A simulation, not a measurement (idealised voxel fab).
Process module under the name voxel capacitor over wiring
155 nm wide, 5 nm square cells: that's cross-section cut.
Format of a cross-section: grid, square cells. Given as bands. Order: top down. Band: one or more rows of cells. Band entry format. Leading values: height of top, height of bottom, nm. Remainder: materials in left-to-right order, each with its width in nm. Special words: "edge to edge" on a single material, which then fills the band edge to edge; "blank", empty space. Counting heights begins at 0, where everything beneath is, in the wafer as received, one material. The lowest band has no bottom; it goes on downwards, as "0 and below" shows. The two numbers in a width such as "30 to 40" mark its ends across the band: the first belongs to the top row of cells, the second to the bottom row, and from each row to the next the width moves by the same amount. Step note "no alterations made" = no cross-section cell changed. Basically, "Sealed voids" tells you about the enclosed voids: empty spaces with no open way to the top, 8 cells or bigger, each written width x height at distance, where distance is from the left edge, all in nm. Anything after a step's settings on that line? It's the simulator's own note about the step. "overlay nm" denotes, for a step that has a mask, the displacement of the mask to the right of its planned place, with negative values corresponding to the left. From here on the document is pairs. In a pair, the cross-section before one process step comes with the cross-section after it, and the latter goes no deeper than the lowest band that changed. What lies in between, the step and its settings, is written under the pair. A pair may be from a different run of this module on the same starting wafer than the pair above it, so it continues from that pair only where its entry headed "Before-step section" says so.

BEFORE-STEP SECTION
    135 down to 105 | 40 resist  15 blank  100 resist
    105 down to 95 | aC edge to edge
    95 down to 85 | SiO2 edge to edge
    85 down to 75 | 30 SiO2  70 TiN  55 SiO2
    75 down to 70 | 20 SiO2  80 HfO2  55 SiO2
    70 down to 65 | 20 SiO2  85 TiN  50 SiO2
    65 down to 50 | 30 lowk  15 Ru  110 lowk
    50 down to 45 | 30 SiCN  15 Ru  110 SiCN
    45 down to 20 | 25 lowk  5 TiN  10 Cu  5 TiN  65 lowk  5 TiN  10 Cu  5 TiN  25 lowk
    20 down to 15 | 25 SiCN  20 TiN  65 SiCN  20 TiN  25 SiCN
    15 down to 0 | SiO2 edge to edge
    0 and below | Si edge to edge
    Sealed voids: none

RESULTING STRUCTURE
    125 down to 105 | 40 resist  15 blank  100 resist
    105 down to 95 | 40 aC  15 blank  100 aC
    Under the height 95 nothing was changed.
    Sealed voids: none
Between the two cross-sections above, the process step reads DIRECTIONAL_ETCH,etch materials aC,depth nm 10

Before-step section: carried over from the after image of the pair right above.

RESULTING STRUCTURE
    105 down to 95 | 40 aC  15 blank  100 aC
    Under the height 95 nothing was changed.
    Sealed voids: none
Between the two cross-sections above, the process step reads STRIP,etch materials resist

Before-step section: carried over from the after image of the pair right above.

RESULTING STRUCTURE
    105 down to 95 | 40 aC  15 blank  100 aC
    95 down to 85 | 40 SiO2  15 blank  100 SiO2
    Under the height 85 nothing was changed.
    Sealed voids: none
Between the two cross-sections above, the process step reads DIRECTIONAL_ETCH,etch materials SiO2,depth nm 10

Before-step section: carried over from the after image of the pair right above.

RESULTING STRUCTURE
    95 down to 85 | 40 SiO2  15 blank  100 SiO2
    Under the height 85 nothing was changed.
    Sealed voids: none
Between the two cross-sections above, the process step reads STRIP,etch materials aC

Before-step section: carried over from the after image of the pair right above.

RESULTING STRUCTURE
    100 down to 95 | 45 TiN  5 blank  105 TiN
    95 down to 90 | 40 SiO2  5 TiN  5 blank  5 TiN  100 SiO2
    90 down to 85 | 40 SiO2  15 TiN  100 SiO2
    Under the height 85 nothing was changed.
    Sealed voids: none
Between the two cross-sections above, the process step reads CONFORMAL_DEP,material TiN,thk nm 5

Before-step section: carried over from the after image of the pair right above.

RESULTING STRUCTURE
    110 down to 100 | W edge to edge
    100 down to 95 | 45 TiN  5 W  105 TiN
    95 down to 90 | 40 SiO2  5 TiN  5 W  5 TiN  100 SiO2
    Under the height 90 nothing was changed.
    Sealed voids: none
Between the two cross-sections above, the process step reads FILL_DEP,material W,thk nm 10

Before-step section: carried over from the after image of the pair right above.

RESULTING STRUCTURE
    95 down to 90 | 40 SiO2  5 TiN  5 W  5 TiN  100 SiO2
    Under the height 90 nothing was changed.
    Sealed voids: none
Between the two cross-sections above, the process step reads CMP,height nm 95

Before-step section: carried over from the after image of the pair right above.

RESULTING STRUCTURE
    100 down to 95 | SiCN edge to edge
    Under the height 95 nothing was changed.
    Sealed voids: none
Between the two cross-sections above, the process step reads CONFORMAL_DEP,material SiCN,thk nm 5

BEFORE-STEP SECTION
    105 down to 95 | 40 aC  15 blank  100 aC
    95 down to 85 | 40 SiO2  15 blank  100 SiO2
    85 down to 75 | 30 SiO2  70 TiN  55 SiO2
    75 down to 70 | 30 SiO2  70 HfO2  55 SiO2
    70 down to 65 | 25 SiO2  80 TiN  50 SiO2
    65 down to 50 | 30 lowk  15 Ru  110 lowk
    50 down to 45 | 30 SiCN  15 Ru  110 SiCN
    45 down to 20 | 25 lowk  5 TiN  10 Cu  5 TiN  65 lowk  5 TiN  10 Cu  5 TiN  25 lowk
    20 down to 15 | 25 SiCN  20 TiN  65 SiCN  20 TiN  25 SiCN
    15 down to 0 | SiO2 edge to edge
    0 and below | Si edge to edge
    Sealed voids: none

RESULTING STRUCTURE
    105 down to 95 | 40 aC  15 blank  100 aC
    95 down to 85 | 40 SiO2  15 blank  100 SiO2
    85 down to 75 | 30 SiO2  70 blank  55 SiO2
    Under the height 75 nothing was changed.
    Sealed voids: none
Between the two cross-sections above, the process step reads STRIP,etch materials TiN

Before-step section: carried over from the after image of the pair right above.

RESULTING STRUCTURE
    110 down to 105 | 45 TiN  5 blank  105 TiN
    105 down to 95 | 40 aC  5 TiN  5 blank  5 TiN  100 aC
    95 down to 85 | 40 SiO2  5 TiN  5 blank  5 TiN  100 SiO2
    85 down to 80 | 30 SiO2  15 TiN  5 blank  50 TiN  55 SiO2
    80 down to 75 | 30 SiO2  70 TiN  55 SiO2
    Under the height 75 nothing was changed.
    Sealed voids: none
Between the two cross-sections above, the process step reads CONFORMAL_DEP,material TiN,thk nm 5

Before-step section: carried over from the after image of the pair right above.

RESULTING STRUCTURE
    120 down to 110 | W edge to edge
    110 down to 105 | 45 TiN  5 W  105 TiN
    105 down to 95 | 40 aC  5 TiN  5 W  5 TiN  100 aC
    95 down to 85 | 40 SiO2  5 TiN  5 W  5 TiN  100 SiO2
    85 down to 80 | 30 SiO2  15 TiN  5 W  50 TiN  55 SiO2
    Under the height 80 nothing was changed.
    Sealed voids: none
Between the two cross-sections above, the process step reads FILL_DEP,material W,thk nm 10

Before-step section: carried over from the after image of the pair right above.

RESULTING STRUCTURE
    95 down to 85 | 40 SiO2  5 TiN  5 W  5 TiN  100 SiO2
    Under the height 85 nothing was changed.
    Sealed voids: none
Between the two cross-sections above, the process step reads CMP,height nm 95

Before-step section: carried over from the after image of the pair right above.

RESULTING STRUCTURE
    100 down to 95 | SiCN edge to edge
    Under the height 95 nothing was changed.
    Sealed voids: none
Between the two cross-sections above, the process step reads CONFORMAL_DEP,material SiCN,thk nm 5

BEFORE-STEP SECTION
    55 down to 45 | aC edge to edge
    45 down to 20 | lowk edge to edge
    20 down to 15 | SiCN edge to edge
    15 down to 0 | SiO2 edge to edge
    0 and below | Si edge to edge
    Sealed voids: none

RESULTING STRUCTURE
    85 down to 55 | 25 blank  20 resist  65 blank  20 resist  25 blank
    Under the height 55 nothing was changed.
    Sealed voids: none
Between the two cross-sections above, the process step reads PATTERN,tone cover,mask id METAL_1,material resist,width nm 20,pitch nm 85,thk nm 30,overlay nm 0

Before-step section: carried over from the after image of the pair right above.

RESULTING STRUCTURE
    75 down to 55 | 25 blank  20 resist  65 blank  20 resist  25 blank
    55 down to 45 | 25 blank  20 aC  65 blank  20 aC  25 blank
    Under the height 45 nothing was changed.
    Sealed voids: none
Between the two cross-sections above, the process step reads DIRECTIONAL_ETCH,etch materials aC,depth nm 10

Before-step section: carried over from the after image of the pair right above.

RESULTING STRUCTURE
    55 down to 45 | 25 blank  20 aC  65 blank  20 aC  25 blank
    Under the height 45 nothing was changed.
    Sealed voids: none
Between the two cross-sections above, the process step reads STRIP,etch materials resist

Before-step section: carried over from the after image of the pair right above.

RESULTING STRUCTURE
    55 down to 45 | 25 blank  20 aC  65 blank  20 aC  25 blank
    45 down to 20 | 25 blank  20 lowk  65 blank  20 lowk  25 blank
    Under the height 20 nothing was changed.
    Sealed voids: none
Between the two cross-sections above, the process step reads DIRECTIONAL_ETCH,etch materials lowk,depth nm 25

Before-step section: carried over from the after image of the pair right above.

RESULTING STRUCTURE
    55 down to 45 | 25 blank  20 aC  65 blank  20 aC  25 blank
    45 down to 20 | 25 blank  20 lowk  65 blank  20 lowk  25 blank
    20 down to 15 | 25 blank  20 SiCN  65 blank  20 SiCN  25 blank
    Under the height 15 nothing was changed.
    Sealed voids: none
Between the two cross-sections above, the process step reads DIRECTIONAL_ETCH,etch materials SiCN,depth nm 5

Before-step section: carried over from the after image of the pair right above.

RESULTING STRUCTURE
    45 down to 20 | 25 blank  20 lowk  65 blank  20 lowk  25 blank
    Under the height 20 nothing was changed.
    Sealed voids: none
Between the two cross-sections above, the process step reads STRIP,etch materials aC

Before-step section: carried over from the after image of the pair right above.

RESULTING STRUCTURE
    50 down to 45 | 20 blank  30 TiN  55 blank  30 TiN  20 blank
    45 down to 20 | 20 blank  5 TiN  20 lowk  5 TiN  55 blank  5 TiN  20 lowk  5 TiN  20 blank
    20 down to 15 | 25 TiN  20 SiCN  65 TiN  20 SiCN  25 TiN
    Under the height 15 nothing was changed.
    Sealed voids: none
Between the two cross-sections above, the process step reads CONFORMAL_DEP,material TiN,thk nm 5

Before-step section: carried over from the after image of the pair right above.

RESULTING STRUCTURE
    55 down to 50 | Cu edge to edge
    50 down to 45 | 20 Cu  30 TiN  55 Cu  30 TiN  20 Cu
    45 down to 20 | 20 Cu  5 TiN  20 lowk  5 TiN  55 Cu  5 TiN  20 lowk  5 TiN  20 Cu
    Under the height 20 nothing was changed.
    Sealed voids: none
Between the two cross-sections above, the process step reads FILL_DEP,material Cu,thk nm 5

Before-step section: carried over from the after image of the pair right above.

RESULTING STRUCTURE
    45 down to 20 | 20 Cu  5 TiN  20 lowk  5 TiN  55 Cu  5 TiN  20 lowk  5 TiN  20 Cu
    Under the height 20 nothing was changed.
    Sealed voids: none
Between the two cross-sections above, the process step reads CMP,height nm 45

Before-step section: carried over from the after image of the pair right above.

RESULTING STRUCTURE
    50 down to 45 | SiCN edge to edge
    Under the height 45 nothing was changed.
    Sealed voids: none
Between the two cross-sections above, the process step reads CONFORMAL_DEP,material SiCN,thk nm 5

Before-step section: carried over from the after image of the pair right above.

RESULTING STRUCTURE
    65 down to 50 | lowk edge to edge
    Under the height 50 nothing was changed.
    Sealed voids: none
Between the two cross-sections above, the process step reads DIRECTIONAL_DEP,material lowk,thk nm 15

Before-step section: carried over from the after image of the pair right above.

RESULTING STRUCTURE
    75 down to 65 | aC edge to edge
    Under the height 65 nothing was changed.
    Sealed voids: none
Between the two cross-sections above, the process step reads DIRECTIONAL_DEP,material aC,thk nm 10

Before-step section: carried over from the after image of the pair right above.

RESULTING STRUCTURE
    100 down to 75 | 30 resist  15 blank  110 resist
    Under the height 75 nothing was changed.
    Sealed voids: none
Between the two cross-sections above, the process step reads PATTERN,tone open,mask id PLUG_1,material resist,width nm 15,thk nm 25,overlay nm 0

Before-step section: carried over from the after image of the pair right above.

RESULTING STRUCTURE
    90 down to 75 | 30 resist  15 blank  110 resist
    75 down to 65 | 30 aC  15 blank  110 aC
    Under the height 65 nothing was changed.
    Sealed voids: none
Between the two cross-sections above, the process step reads DIRECTIONAL_ETCH,etch materials aC,depth nm 10

Before-step section: carried over from the after image of the pair right above.

RESULTING STRUCTURE
    75 down to 65 | 30 aC  15 blank  110 aC
    Under the height 65 nothing was changed.
    Sealed voids: none
Between the two cross-sections above, the process step reads STRIP,etch materials resist

Before-step section: carried over from the after image of the pair right above.

RESULTING STRUCTURE
    75 down to 65 | 30 aC  15 blank  110 aC
    65 down to 50 | 30 lowk  15 blank  110 lowk
    Under the height 50 nothing was changed.
    Sealed voids: none
Between the two cross-sections above, the process step reads DIRECTIONAL_ETCH,etch materials lowk,depth nm 15

Before-step section: carried over from the after image of the pair right above.

RESULTING STRUCTURE
    75 down to 65 | 30 aC  15 blank  110 aC
    65 down to 50 | 30 lowk  15 blank  110 lowk
    50 down to 45 | 30 SiCN  15 blank  110 SiCN
    Under the height 45 nothing was changed.
    Sealed voids: none
Between the two cross-sections above, the process step reads DIRECTIONAL_ETCH,etch materials SiCN,depth nm 5

Before-step section: carried over from the after image of the pair right above.

RESULTING STRUCTURE
    65 down to 50 | 30 lowk  15 blank  110 lowk
    Under the height 50 nothing was changed.
    Sealed voids: none
Between the two cross-sections above, the process step reads STRIP,etch materials aC

Before-step section: carried over from the after image of the pair right above.

RESULTING STRUCTURE
    70 down to 65 | 30 TiN  15 blank  110 TiN
    65 down to 50 | 30 lowk  15 blank  110 lowk
    50 down to 45 | 30 SiCN  15 TiN  110 SiCN
    Under the height 45 nothing was changed.
    Sealed voids: none
Between the two cross-sections above, the process step reads DIRECTIONAL_DEP,material TiN,thk nm 5

Before-step section: carried over from the after image of the pair right above.

RESULTING STRUCTURE
    75 down to 70 | 30 HfO2  15 blank  110 HfO2
    70 down to 65 | 30 TiN  15 blank  110 TiN
    65 down to 55 | 30 lowk  15 blank  110 lowk
    55 down to 50 | 30 lowk  15 HfO2  110 lowk
    Under the height 50 nothing was changed.
    Sealed voids: none
Between the two cross-sections above, the process step reads DIRECTIONAL_DEP,material HfO2,thk nm 5

Before-step section: carried over from the after image of the pair right above.

RESULTING STRUCTURE
    85 down to 75 | 30 TiN  15 blank  110 TiN
    75 down to 70 | 30 HfO2  15 blank  110 HfO2
    70 down to 65 | 30 TiN  15 blank  110 TiN
    65 down to 55 | 30 lowk  15 TiN  110 lowk
    Under the height 55 nothing was changed.
    Sealed voids: none
Between the two cross-sections above, the process step reads DIRECTIONAL_DEP,material TiN,thk nm 10

Before-step section: carried over from the after image of the pair right above.

RESULTING STRUCTURE
    85 down to 75 | 45 blank  55 TiN  55 blank
    Under the height 75 nothing was changed.
    Sealed voids: none
Between the two cross-sections above, the process step reads MASKED_ETCH,tone cover,mask id UPPER_PLATE,width nm 70,etch materials TiN,depth nm 10,overlay nm 0

Before-step section: carried over from the after image of the pair right above.

RESULTING STRUCTURE
    85 down to 75 | 45 blank  55 TiN  55 blank
    75 down to 70 | 45 blank  55 HfO2  55 blank
    Under the height 70 nothing was changed.
    Sealed voids: none
Between the two cross-sections above, the process step reads MASKED_ETCH,tone cover,mask id UPPER_PLATE,width nm 70,etch materials HfO2,depth nm 5,overlay nm 0

Before-step section: carried over from the after image of the pair right above.

RESULTING STRUCTURE
    100 down to 85 | 25 blank  80 resist  50 blank
    85 down to 75 | 25 blank  20 resist  55 TiN  5 resist  50 blank
    75 down to 70 | 25 blank  20 resist  55 HfO2  5 resist  50 blank
    70 down to 65 | 30 TiN  15 resist  110 TiN
    Under the height 65 nothing was changed.
    Sealed voids: none
Between the two cross-sections above, the process step reads PATTERN,tone cover,mask id LOWER_PLATE,material resist,width nm 80,thk nm 15,overlay nm 0

Before-step section: carried over from the after image of the pair right above.

RESULTING STRUCTURE
    100 down to 85 | 25 blank  80 resist  50 blank
    85 down to 75 | 25 blank  20 resist  55 TiN  5 resist  50 blank
    75 down to 70 | 25 blank  20 resist  55 HfO2  5 resist  50 blank
    70 down to 65 | 25 blank  5 TiN  15 resist  60 TiN  50 blank
    Under the height 65 nothing was changed.
    Sealed voids: none
Between the two cross-sections above, the process step reads DIRECTIONAL_ETCH,etch materials TiN,depth nm 5

Before-step section: carried over from the after image of the pair right above.

RESULTING STRUCTURE
    85 down to 75 | 45 blank  55 TiN  55 blank
    75 down to 70 | 45 blank  55 HfO2  55 blank
    70 down to 65 | 25 blank  5 TiN  15 blank  60 TiN  50 blank
    Under the height 65 nothing was changed.
    Sealed voids: none
Between the two cross-sections above, the process step reads STRIP,etch materials resist

Before-step section: carried over from the after image of the pair right above.

RESULTING STRUCTURE
    100 down to 85 | SiO2 edge to edge
    85 down to 75 | 45 SiO2  55 TiN  55 SiO2
    75 down to 70 | 45 SiO2  55 HfO2  55 SiO2
    70 down to 65 | 25 SiO2  5 TiN  15 SiO2  60 TiN  50 SiO2
    Under the height 65 nothing was changed.
    Sealed voids: none
Between the two cross-sections above, the process step reads FILL_DEP,material SiO2,thk nm 15

Before-step section: carried over from the after image of the pair right above.

RESULTING STRUCTURE
    95 down to 85 | SiO2 edge to edge
    Under the height 85 nothing was changed.
    Sealed voids: none
Between the two cross-sections above, the process step reads CMP,height nm 95

Before-step section: carried over from the after image of the pair right above.

RESULTING STRUCTURE
    105 down to 95 | aC edge to edge
    Under the height 95 nothing was changed.
    Sealed voids: none
Between the two cross-sections above, the process step reads DIRECTIONAL_DEP,material aC,thk nm 10

Before-step section: carried over from the after image of the pair right above.

RESULTING STRUCTURE
    135 down to 105 | 40 resist  15 blank  100 resist
    Under the height 105 nothing was changed.
    Sealed voids: none
Between the two cross-sections above, the process step reads PATTERN,tone open,mask id PLUG_2,material resist,width nm 15,thk nm 30,overlay nm 0

Before-step section: carried over from the after image of the pair right above.

RESULTING STRUCTURE
    125 down to 105 | 40 resist  15 blank  100 resist
    105 down to 95 | 40 aC  15 blank  100 aC
    Under the height 95 nothing was changed.
    Sealed voids: none
Between the two cross-sections above, the process step reads DIRECTIONAL_ETCH,etch materials aC,depth nm 10

Before-step section: carried over from the after image of the pair right above.

RESULTING STRUCTURE
    105 down to 95 | 40 aC  15 blank  100 aC
    Under the height 95 nothing was changed.
    Sealed voids: none
Between the two cross-sections above, the process step reads STRIP,etch materials resist

Before-step section: carried over from the after image of the pair right above.

RESULTING STRUCTURE
    105 down to 95 | 40 aC  15 blank  100 aC
    95 down to 85 | 40 SiO2  15 blank  100 SiO2
    Under the height 85 nothing was changed.
    Sealed voids: none
Between the two cross-sections above, the process step reads DIRECTIONAL_ETCH,etch materials SiO2,depth nm 10

Before-step section: carried over from the after image of the pair right above.

RESULTING STRUCTURE
    95 down to 85 | 40 SiO2  15 blank  100 SiO2
    Under the height 85 nothing was changed.
    Sealed voids: none
Between the two cross-sections above, the process step reads STRIP,etch materials aC

Before-step section: carried over from the after image of the pair right above.

RESULTING STRUCTURE
    100 down to 95 | 45 TiN  5 blank  105 TiN
    95 down to 90 | 40 SiO2  5 TiN  5 blank  5 TiN  100 SiO2
    90 down to 85 | 40 SiO2  15 TiN  100 SiO2
    Under the height 85 nothing was changed.
    Sealed voids: none
Between the two cross-sections above, the process step reads CONFORMAL_DEP,material TiN,thk nm 5

Before-step section: carried over from the after image of the pair right above.

RESULTING STRUCTURE
    110 down to 100 | W edge to edge
    100 down to 95 | 45 TiN  5 W  105 TiN
    95 down to 90 | 40 SiO2  5 TiN  5 W  5 TiN  100 SiO2
    Under the height 90 nothing was changed.
    Sealed voids: none
Between the two cross-sections above, the process step reads FILL_DEP,material W,thk nm 10

Before-step section: carried over from the after image of the pair right above.

RESULTING STRUCTURE
    95 down to 90 | 40 SiO2  5 TiN  5 W  5 TiN  100 SiO2
    Under the height 90 nothing was changed.
    Sealed voids: none
Between the two cross-sections above, the process step reads CMP,height nm 95

Before-step section: carried over from the after image of the pair right above.

RESULTING STRUCTURE
    100 down to 95 | SiCN edge to edge
    Under the height 95 nothing was changed.
    Sealed voids: none
Between the two cross-sections above, the process step reads CONFORMAL_DEP,material SiCN,thk nm 5
